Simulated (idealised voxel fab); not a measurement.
The name of this process module is voxel air gaps.
260 nm wide, 5 nm square cells: that's cross-section cut.
Just so we're on the same page, the cross-sections are grids of square cells, and they're listed out in bands top to bottom, each band one or more rows deep.
Each band's line starts with the height of the band's top and of its bottom, in nm. Then come its materials from left to right, each with its width in nm. One material with "full width" fills the band from edge to edge. "empty" is empty space.
Height is counted from the level 0, under which the received wafer is composed throughout of one material. The lowest of the bands is not closed at the bottom but continues downward, in the notation "from 0 down".
The width entry "30..40" should be interpreted row by row: the top row of cells in the band takes the first number, the bottom row takes the second number, and the change between adjacent rows is uniform throughout.
When a step is marked "nothing was modified", none of the cells in the cross-section changed during that step.
Under "Cavities, closed" you'll find the enclosed gaps, the ones with no way out to the top, that are 8 cells or bigger; each reads width x height at distance, with distance counted from the left edge, everything in nm.
Read whatever lies past the settings on a step's line as the simulator's own remark about the step.
"overlay nm" on a masked step: distance the mask lay right of its planned place, negative for left.

-- Intended process steps
1. RECEIVE,material Si
2. CONFORMAL_DEP,material SiO2,thk nm 15
3. CONFORMAL_DEP,material SiCN,thk nm 5
4. DIRECTIONAL_DEP,material SiO2,thk nm 40
5. PATTERN,tone open,mask id LINES,material resist,width nm 20,pitch nm 45,thk nm 20,overlay nm 0
6. DIRECTIONAL_ETCH,etch materials SiO2,depth nm 40
7. STRIP,etch materials resist
8. CONFORMAL_DEP,material TiN,thk nm 5
9. FILL_DEP,material Ru,thk nm 5
10. CMP,height nm 60
11. EPI,material Ru,thk nm 10
12. SELECTIVE_ETCH,etch materials SiO2,depth nm 50
13. CONFORMAL_DEP,material SiCN,thk nm 5

-- Received-state cross-section, reflecting completion of step 1
  from 0 down | Si full width
  Cavities, closed: none

-- First wafer of two, sectioned at end of module; run went per plan
  from 75 to 70 | empty=35; SiCN=185; empty=40
  from 70 to 60 | empty=35; SiCN=5; Ru=40; SiCN=5; Ru=40; SiCN=5; Ru=40; SiCN=5; Ru=40; SiCN=5; empty=40
  from 60 to 55 | empty=35; SiCN=15; TiN=5; Ru=10; TiN=5; SiCN=25; TiN=5; Ru=10; TiN=5; SiCN=25; TiN=5; Ru=10; TiN=5; SiCN=25; TiN=5; Ru=10; TiN=5; SiCN=15; empty=40
  from 55 to 25 | empty=45; SiCN=5; TiN=5; Ru=10; TiN=5; SiCN=5; empty=15; SiCN=5; TiN=5; Ru=10; TiN=5; SiCN=5; empty=15; SiCN=5; TiN=5; Ru=10; TiN=5; SiCN=5; empty=15; SiCN=5; TiN=5; Ru=10; TiN=5; SiCN=5; empty=50
  from 25 to 20 | SiCN=50; TiN=20; SiCN=25; TiN=20; SiCN=25; TiN=20; SiCN=25; TiN=20; SiCN=55
  from 20 to 15 | SiCN full width
  from 15 to 0 | SiO2 full width
  from 0 down | Si full width
  Cavities, closed: 15 x 30 at 75; 15 x 30 at 120; 15 x 30 at 165

-- Module end: cross-section of wafer two of two. Same start and process plan as the first wafer. One mistake during execution
  from 75 to 70 | empty=40; SiCN=180; empty=40
  from 70 to 60 | empty=40; SiCN=5; Ru=35; SiCN=10; Ru=35; SiCN=10; Ru=35; SiCN=10; Ru=35; SiCN=5; empty=40
  from 60 to 55 | empty=40; SiCN=15; TiN=5; Ru=5; TiN=5; SiCN=30; TiN=5; Ru=5; TiN=5; SiCN=30; TiN=5; Ru=5; TiN=5; SiCN=30; TiN=5; Ru=5; TiN=5; SiCN=15; empty=40
  from 55 to 25 | empty=50; SiCN=5; TiN=5; Ru=5; TiN=5; SiCN=5; empty=20; SiCN=5; TiN=5; Ru=5; TiN=5; SiCN=5; empty=20; SiCN=5; TiN=5; Ru=5; TiN=5; SiCN=5; empty=20; SiCN=5; TiN=5; Ru=5; TiN=5; SiCN=5; empty=50
  from 25 to 20 | SiCN=55; TiN=15; SiCN=30; TiN=15; SiCN=30; TiN=15; SiCN=30; TiN=15; SiCN=55
  from 20 to 15 | SiCN full width
  from 15 to 0 | SiO2 full width
  from 0 down | Si full width
  Cavities, closed: 20 x 30 at 75; 20 x 30 at 120; 20 x 30 at 165
Run error: step 5 went in with a setting other than planned; the actual run was PATTERN,tone open,mask id LINES,material resist,width nm 15,pitch nm 45,thk nm 20,overlay nm 0
Counted in cells at the end, the second wafer holds more or fewer of these materials than the first: -36 Ru, +12 SiCN, -4 TiN
